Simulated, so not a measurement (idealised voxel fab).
process module | voxel capacitor over wiring
cross-section cut | 235 nm wide | cells 5 nm
A cross-section is a grid of square cells, given in bands from the top down. A band is one or more rows of cells.
Each band's line starts with the height of the band's top and of its bottom, in nm. Then come its materials from left to right, each with its width in nm. One material with "throughout" fills the band from edge to edge. "air" is empty space.
Height 0 is the level under which the wafer as received is all one material. The lowest band goes on downwards, as in "0 down".
A width such as "30 to 40" changes by the same amount from each row of cells to the next, from the band's top row to its bottom row.
"no change" after a step means that no cell of the cross-section changed.
closed voids: empty space of 8 cells or more with no open way to the top, each as width x height at its distance from the left edge, in nm
after a step's settings: what the simulator itself notes on the step
overlay nm, on a step with a mask: how far to the right of its planned place the mask lay; to the left if negative
plan
1 op RECEIVE | material Si
2 op CONFORMAL_DEP | material SiO2 | thk nm 10
3 op DIRECTIONAL_DEP | material TiN | thk nm 5
4 op DIRECTIONAL_DEP | material Ru | thk nm 25
5 op DIRECTIONAL_DEP | material aC | thk nm 10
6 op PATTERN | tone cover | mask id METAL_1 | material resist | width nm 30 | pitch nm 85 | thk nm 30 | overlay nm 0
7 op DIRECTIONAL_ETCH | etch materials aC | depth nm 10
8 op STRIP | etch materials resist
9 op DIRECTIONAL_ETCH | etch materials Ru | depth nm 25
10 op DIRECTIONAL_ETCH | etch materials TiN | depth nm 5
11 op STRIP | etch materials aC
12 op CONFORMAL_DEP | material SiCN | thk nm 5
13 op FILL_DEP | material lowk | thk nm 5
14 op CMP | height nm 40
15 op CONFORMAL_DEP | material SiCN | thk nm 5
16 op DIRECTIONAL_DEP | material SiO2 | thk nm 10
17 op MASKED_ETCH | tone open | mask id PLUG_1 | width nm 15 | etch materials SiO2 | depth nm 10 | overlay nm 0
18 op MASKED_ETCH | tone open | mask id PLUG_1 | width nm 15 | etch materials SiCN | depth nm 5 | overlay nm 0
19 op EPI | material Ru | thk nm 10
20 op EPI | material Ru | thk nm 5
21 op DIRECTIONAL_DEP | material TiN | thk nm 10
22 op DIRECTIONAL_DEP | material Al2O3 | thk nm 5
23 op DIRECTIONAL_DEP | material TiN | thk nm 5
24 op DIRECTIONAL_DEP | material aC | thk nm 10
25 op PATTERN | tone cover | mask id UPPER_PLATE | material resist | width nm 60 | thk nm 30 | overlay nm 0
26 op DIRECTIONAL_ETCH | etch materials aC | depth nm 10
27 op STRIP | etch materials resist
28 op DIRECTIONAL_ETCH | etch materials TiN | depth nm 5
29 op DIRECTIONAL_ETCH | etch materials Al2O3 | depth nm 5
30 op STRIP | etch materials aC
31 op MASKED_ETCH | tone cover | mask id LOWER_PLATE | width nm 70 | etch materials TiN | depth nm 10 | overlay nm 0
32 op FILL_DEP | material SiO2 | thk nm 20
33 op CMP | height nm 90
34 op DIRECTIONAL_DEP | material aC | thk nm 15
35 op PATTERN | tone open | mask id PLUG_2 | material resist | width nm 15 | thk nm 30 | overlay nm 0
36 op DIRECTIONAL_ETCH | etch materials aC | depth nm 15
37 op STRIP | etch materials resist
38 op DIRECTIONAL_ETCH | etch materials SiO2 | depth nm 15
39 op STRIP | etch materials aC
40 op CONFORMAL_DEP | material TiN | thk nm 5
41 op FILL_DEP | material W | thk nm 5
42 op CMP | height nm 90
43 op CONFORMAL_DEP | material SiCN | thk nm 5
first wafer, as planned
as received, after step 1
  0 down: Si throughout
  closed voids: none
after step 2
  10 to 0: SiO2 throughout
  below 0: unchanged
after step 3
  15 to 10: TiN throughout
  below 10: unchanged
after step 4
  40 to 15: Ru throughout
  below 15: unchanged
after step 5
  50 to 40: aC throughout
  below 40: unchanged
after step 6
  80 to 50: air 60 | resist 30 | air 55 | resist 30 | air 60
  below 50: unchanged
after step 7
  70 to 50: air 60 | resist 30 | air 55 | resist 30 | air 60
  50 to 40: air 60 | aC 30 | air 55 | aC 30 | air 60
  below 40: unchanged
after step 8
  50 to 40: air 60 | aC 30 | air 55 | aC 30 | air 60
  below 40: unchanged
after step 9
  50 to 40: air 60 | aC 30 | air 55 | aC 30 | air 60
  40 to 15: air 60 | Ru 30 | air 55 | Ru 30 | air 60
  below 15: unchanged
after step 10
  50 to 40: air 60 | aC 30 | air 55 | aC 30 | air 60
  40 to 15: air 60 | Ru 30 | air 55 | Ru 30 | air 60
  15 to 10: air 60 | TiN 30 | air 55 | TiN 30 | air 60
  below 10: unchanged
after step 11
  40 to 15: air 60 | Ru 30 | air 55 | Ru 30 | air 60
  below 15: unchanged
after step 12
  45 to 40: air 55 | SiCN 40 | air 45 | SiCN 40 | air 55
  40 to 15: air 55 | SiCN 5 | Ru 30 | SiCN 5 | air 45 | SiCN 5 | Ru 30 | SiCN 5 | air 55
  15 to 10: SiCN 60 | TiN 30 | SiCN 55 | TiN 30 | SiCN 60
  below 10: unchanged
after step 13
  50 to 45: lowk throughout
  45 to 40: lowk 55 | SiCN 40 | lowk 45 | SiCN 40 | lowk 55
  40 to 15: lowk 55 | SiCN 5 | Ru 30 | SiCN 5 | lowk 45 | SiCN 5 | Ru 30 | SiCN 5 | lowk 55
  below 15: unchanged
after step 14
  40 to 15: lowk 55 | SiCN 5 | Ru 30 | SiCN 5 | lowk 45 | SiCN 5 | Ru 30 | SiCN 5 | lowk 55
  below 15: unchanged
after step 15
  45 to 40: SiCN throughout
  below 40: unchanged
after step 16
  55 to 45: SiO2 throughout
  below 45: unchanged
after step 17
  55 to 45: SiO2 75 | air 15 | SiO2 145
  below 45: unchanged
after step 18
  55 to 45: SiO2 75 | air 15 | SiO2 145
  45 to 40: SiCN 75 | air 15 | SiCN 145
  below 40: unchanged
after step 19
  55 to 50: SiO2 75 | air 15 | SiO2 145
  50 to 45: SiO2 75 | Ru 15 | SiO2 145
  45 to 40: SiCN 75 | Ru 15 | SiCN 145
  below 40: unchanged
after step 20
  55 to 45: SiO2 75 | Ru 15 | SiO2 145
  below 45: unchanged
after step 21
  65 to 55: TiN throughout
  below 55: unchanged
after step 22
  70 to 65: Al2O3 throughout
  below 65: unchanged
after step 23
  75 to 70: TiN throughout
  below 70: unchanged
after step 24
  85 to 75: aC throughout
  below 75: unchanged
after step 25
  115 to 85: air 75 | resist 60 | air 100
  below 85: unchanged
after step 26
  105 to 85: air 75 | resist 60 | air 100
  85 to 75: air 75 | aC 60 | air 100
  below 75: unchanged
after step 27
  85 to 75: air 75 | aC 60 | air 100
  below 75: unchanged
after step 28
  85 to 75: air 75 | aC 60 | air 100
  75 to 70: air 75 | TiN 60 | air 100
  below 70: unchanged
after step 29
  85 to 75: air 75 | aC 60 | air 100
  75 to 70: air 75 | TiN 60 | air 100
  70 to 65: air 75 | Al2O3 60 | air 100
  below 65: unchanged
after step 30
  75 to 70: air 75 | TiN 60 | air 100
  below 70: unchanged
after step 31
  75 to 70: air 75 | TiN 60 | air 100
  70 to 65: air 75 | Al2O3 60 | air 100
  65 to 55: air 70 | TiN 70 | air 95
  below 55: unchanged
after step 32
  95 to 75: SiO2 throughout
  75 to 70: SiO2 75 | TiN 60 | SiO2 100
  70 to 65: SiO2 75 | Al2O3 60 | SiO2 100
  65 to 55: SiO2 70 | TiN 70 | SiO2 95
  below 55: unchanged
after step 33
  90 to 75: SiO2 throughout
  below 75: unchanged
after step 34
  105 to 90: aC throughout
  below 90: unchanged
after step 35
  135 to 105: resist 85 | air 15 | resist 135
  below 105: unchanged
after step 36
  120 to 105: resist 85 | air 15 | resist 135
  105 to 90: aC 85 | air 15 | aC 135
  below 90: unchanged
after step 37
  105 to 90: aC 85 | air 15 | aC 135
  below 90: unchanged
after step 38
  105 to 90: aC 85 | air 15 | aC 135
  90 to 75: SiO2 85 | air 15 | SiO2 135
  below 75: unchanged
after step 39
  90 to 75: SiO2 85 | air 15 | SiO2 135
  below 75: unchanged
after step 40
  95 to 90: TiN 90 | air 5 | TiN 140
  90 to 80: SiO2 85 | TiN 5 | air 5 | TiN 5 | SiO2 135
  80 to 70: SiO2 85 to 75 | TiN 15 to 60 | SiO2 135 to 100
  below 70: unchanged
after step 41
  100 to 95: W throughout
  95 to 90: TiN 90 | W 5 | TiN 140
  90 to 80: SiO2 85 | TiN 5 | W 5 | TiN 5 | SiO2 135
  below 80: unchanged
after step 42
  90 to 80: SiO2 85 | TiN 5 | W 5 | TiN 5 | SiO2 135
  below 80: unchanged
after step 43
  95 to 90: SiCN throughout
  below 90: unchanged
second wafer: like start, like plan, one mistake. Through step 30 it matches the first wafer
when step 31 should have ended
  70 to 65: air 75 | Al2O3 60 | air 100
  65 to 55: TiN 70 | air 5 | TiN 60 | air 5 | TiN 95
  below 55: unchanged
when step 32 should have ended
  90 to 70: SiO2 throughout
  70 to 65: SiO2 75 | Al2O3 60 | SiO2 100
  65 to 55: TiN 70 | SiO2 5 | TiN 60 | SiO2 5 | TiN 95
  below 55: unchanged
when step 33 should have ended: no change
when step 34 should have ended
  105 to 90: aC throughout
  below 90: unchanged
when step 35 should have ended
  135 to 105: resist 85 | air 15 | resist 135
  below 105: unchanged
when step 36 should have ended
  120 to 105: resist 85 | air 15 | resist 135
  105 to 90: aC 85 | air 15 | aC 135
  below 90: unchanged
when step 37 should have ended
  105 to 90: aC 85 | air 15 | aC 135
  below 90: unchanged
when step 38 should have ended
  105 to 90: aC 85 | air 15 | aC 135
  90 to 75: SiO2 85 | air 15 | SiO2 135
  below 75: unchanged
when step 39 should have ended
  90 to 75: SiO2 85 | air 15 | SiO2 135
  below 75: unchanged
when step 40 should have ended
  95 to 90: TiN 90 | air 5 | TiN 140
  90 to 80: SiO2 85 | TiN 5 | air 5 | TiN 5 | SiO2 135
  80 to 75: SiO2 85 | TiN 15 | SiO2 135
  below 75: unchanged
when step 41 should have ended
  100 to 95: W throughout
  95 to 90: TiN 90 | W 5 | TiN 140
  90 to 80: SiO2 85 | TiN 5 | W 5 | TiN 5 | SiO2 135
  below 80: unchanged
when step 42 should have ended
  90 to 80: SiO2 85 | TiN 5 | W 5 | TiN 5 | SiO2 135
  below 80: unchanged
when step 43 should have ended
  95 to 90: SiCN throughout
  below 90: unchanged
what went wrong: step 31 ran as: op MASKED_ETCH | tone open | mask id LOWER_PLATE | width nm 70 | etch materials TiN | depth nm 10 | overlay nm 0
at the end the second wafer has, in cells: 50 fewer of SiO2 | 50 more of TiN
